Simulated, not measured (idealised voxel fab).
process module | voxel quadruple lines
cross-section cut | 285 nm wide | cells 5 nm
A cross-section is a grid of square cells, given in bands from the top down. A band is one or more rows of cells.
Each band's line starts with the height of the band's top and of its bottom, in nm. Then come its materials from left to right, each with its width in nm. One material with "throughout" fills the band from edge to edge. "air" is empty space.
Height 0 is the level under which the wafer as received is all one material. The lowest band goes on downwards, as in "0 down".
A width such as "30 to 40" changes by the same amount from each row of cells to the next, from the band's top row to its bottom row.
"no change" after a step means that no cell of the cross-section changed.
closed voids: empty space of 8 cells or more with no open way to the top, each as width x height at its distance from the left edge, in nm
after a step's settings: what the simulator itself notes on the step
overlay nm, on a step with a mask: how far to the right of its planned place the mask lay; to the left if negative
plan
1 op RECEIVE | material Si
2 op CONFORMAL_DEP | material Al2O3 | thk nm 5
3 op DIRECTIONAL_DEP | material W | thk nm 15
4 op DIRECTIONAL_DEP | material polySi | thk nm 20
5 op DIRECTIONAL_DEP | material aC | thk nm 25
6 op PATTERN | tone cover | mask id MANDREL | material resist | width nm 30 | thk nm 30 | overlay nm 0
7 op DIRECTIONAL_ETCH | etch materials aC | depth nm 25
8 op STRIP | etch materials resist
9 op CONFORMAL_DEP | material SiO2 | thk nm 10
10 op DIRECTIONAL_ETCH | etch materials SiO2 | depth nm 10
11 op STRIP | etch materials aC
12 op DIRECTIONAL_ETCH | etch materials polySi | depth nm 20
13 op STRIP | etch materials SiO2
14 op CONFORMAL_DEP | material SiN | thk nm 10
15 op DIRECTIONAL_ETCH | etch materials SiN | depth nm 10
16 op STRIP | etch materials polySi
17 op DIRECTIONAL_ETCH | etch materials W | depth nm 15
18 op STRIP | etch materials SiN
19 op FILL_DEP | material lowk | thk nm 5
20 op CMP | height nm 20
as received, after step 1
  0 down: Si throughout
  closed voids: none
a wafer at the end: this start, this plan, one mistake
  20 to 5: lowk 105 | W 10 | lowk 10 | W 10 | lowk 15 | W 10 | lowk 10 | W 10 | lowk 105
  5 to 0: Al2O3 throughout
  0 down: Si throughout
  closed voids: none
what went wrong: step 6 ran as: op PATTERN | tone cover | mask id MANDREL | material resist | width nm 35 | thk nm 30 | overlay nm 0
